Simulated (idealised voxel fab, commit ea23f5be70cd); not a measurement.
voxel released beams: a process module
Cross-section cut: width 215 nm, square cells of 5 nm.
How to read a cross-section here: the picture is a grid of square cells, written as bands going from the top down, and any band can span one or more rows of cells.
Band: top height; bottom height; in nm. Then, left to right: material with width in nm, for each material. "edge to edge": a single material spanning edge to edge. "blank": empty space.
Below 0: as-received wafer, all one material; heights counted from there. Lowest band: no bottom, goes on down, written "0..down".
Think of "30 to 40" as a width that walks from the first number to the second as you go down the band, top row to bottom row, taking equal-sized steps from row to row.
"nothing changed" means the step left every cell of the cross-section as it was.
Enclosed voids (no open way to top), threshold 8 cells or more, entry "Trapped void list", notation width x height at distance, distance from left edge, nm.
after a step's settings: what the simulator itself notes on the step
overlay nm, on a step with a mask: how far to the right of its planned place the mask lay; to the left if negative

-- These are the steps we planned for the process
| 1 | RECEIVE: material Si |
| 2 | CONFORMAL_DEP: material SiN, thk nm 10 |
| 3 | DIRECTIONAL_DEP: material SiO2, thk nm 10 |
| 4 | DIRECTIONAL_DEP: material aC, thk nm 10 |
| 5 | PATTERN: tone open, mask id ANCHOR, material resist, width nm 35, thk nm 25, overlay nm 0 |
| 6 | DIRECTIONAL_ETCH: etch materials aC, depth nm 10 |
| 7 | STRIP: etch materials resist |
| 8 | DIRECTIONAL_ETCH: etch materials SiO2, depth nm 10 |
| 9 | STRIP: etch materials aC |
| 10 | CONFORMAL_DEP: material polySi, thk nm 15 |
| 11 | DIRECTIONAL_DEP: material aC, thk nm 10 |
| 12 | PATTERN: tone cover, mask id BEAM, material resist, width nm 105, thk nm 30, overlay nm 0 |
| 13 | DIRECTIONAL_ETCH: etch materials aC, depth nm 10 |
| 14 | STRIP: etch materials resist |
| 15 | DIRECTIONAL_ETCH: etch materials polySi, depth nm 15 |
| 16 | STRIP: etch materials aC |
| 17 | STRIP: etch materials SiO2 |

-- Cross-section: wafer on arrival = after step 1
	0..down  Si edge to edge
	Trapped void list: none

-- Here's the wafer cut in cross-section after the module, started and planned just like above, except one thing was done wrong in the run
	35..25  50 of blank, 55 of polySi, 110 of blank
	25..20  50 of blank, 105 of polySi, 60 of blank
	20..10  40 of blank, 15 of polySi, 35 of SiO2, 65 of polySi, 60 of blank
	10..0  SiN edge to edge
	0..down  Si edge to edge
	Trapped void list: none
Nonconformance to the process plan: step 5, actual vs plan mismatch, actual run PATTERN: tone cover, mask id ANCHOR, material resist, width nm 35, thk nm 25, overlay nm 0
